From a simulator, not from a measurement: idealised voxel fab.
process module | voxel self aligned contacts
cross-section cut | 270 nm wide | cells 5 nm
A cross-section is a grid of square cells, given in bands from the top down. A band is one or more rows of cells.
Each band's line starts with the height of the band's top and of its bottom, in nm. Then come its materials from left to right, each with its width in nm. One material with "throughout" fills the band from edge to edge. "air" is empty space.
Height 0 is the level under which the wafer as received is all one material. The lowest band goes on downwards, as in "0 down".
A width such as "30 to 40" changes by the same amount from each row of cells to the next, from the band's top row to its bottom row.
"no change" after a step means that no cell of the cross-section changed.
closed voids: empty space of 8 cells or more with no open way to the top, each as width x height at its distance from the left edge, in nm
after a step's settings: what the simulator itself notes on the step
overlay nm, on a step with a mask: how far to the right of its planned place the mask lay; to the left if negative
plan
1 op RECEIVE | material Si
2 op CONFORMAL_DEP | material SiO2 | thk nm 5
3 op DIRECTIONAL_DEP | material polySi | thk nm 25
4 op DIRECTIONAL_DEP | material SiN | thk nm 25
5 op DIRECTIONAL_DEP | material aC | thk nm 10
6 op PATTERN | tone cover | mask id GATE | material resist | width nm 30 | pitch nm 75 | thk nm 25 | overlay nm 0
7 op DIRECTIONAL_ETCH | etch materials aC | depth nm 10
8 op STRIP | etch materials resist
9 op DIRECTIONAL_ETCH | etch materials SiN | depth nm 25
10 op DIRECTIONAL_ETCH | etch materials polySi | depth nm 25
11 op STRIP | etch materials aC
12 op CONFORMAL_DEP | material SiN | thk nm 10
13 op DIRECTIONAL_ETCH | etch materials SiN | depth nm 10
14 op FILL_DEP | material SiO2 | thk nm 10
15 op CMP | height nm 60
16 op DIRECTIONAL_DEP | material aC | thk nm 10
17 op PATTERN | tone open | mask id CONTACT | material resist | width nm 55 | thk nm 30 | overlay nm 0
18 op DIRECTIONAL_ETCH | etch materials aC | depth nm 10
19 op STRIP | etch materials resist
20 op DIRECTIONAL_ETCH | etch materials SiO2 | depth nm 60
21 op STRIP | etch materials aC
22 op CONFORMAL_DEP | material TiN | thk nm 5
23 op FILL_DEP | material W | thk nm 5
24 op CMP | height nm 60
25 op CONFORMAL_DEP | material SiCN | thk nm 5
as received, after step 1
  0 down: Si throughout
  closed voids: none
first wafer at the end, as planned
  65 to 60: SiCN throughout
  60 to 55: SiO2 105 | TiN 20 | W 15 | TiN 20 | SiO2 110
  55 to 30: SiO2 70 | SiN 50 | TiN 5 | W 15 | TiN 5 | SiN 50 | SiO2 75
  30 to 5: SiO2 70 | SiN 10 | polySi 30 | SiN 10 | TiN 5 | W 15 | TiN 5 | SiN 10 | polySi 30 | SiN 10 | SiO2 75
  5 to 0: SiO2 120 | TiN 25 | SiO2 125
  0 down: Si throughout
  closed voids: none
second wafer at the end: like start, like plan, one mistake
  65 to 60: SiCN throughout
  60 to 55: SiO2 105 | TiN 20 | W 15 | TiN 20 | SiO2 110
  55 to 30: SiO2 70 | SiN 50 | TiN 5 | W 15 | TiN 5 | SiN 50 | SiO2 75
  30 to 20: SiO2 70 | SiN 10 | polySi 30 | SiN 10 | TiN 5 | W 15 | TiN 5 | SiN 10 | polySi 30 | SiN 10 | SiO2 75
  20 to 15: SiO2 70 | SiN 10 | polySi 30 | SiN 10 | TiN 25 | SiN 10 | polySi 30 | SiN 10 | SiO2 75
  15 to 5: SiN 80 | polySi 30 | SiN 45 | polySi 30 | SiN 85
  5 to 0: SiO2 throughout
  0 down: Si throughout
  closed voids: none
what went wrong: steps 12 and 13 were swapped
at the end the second wafer has, in cells: 68 more of SiN | 53 fewer of SiO2 | 6 fewer of TiN | 9 fewer of W
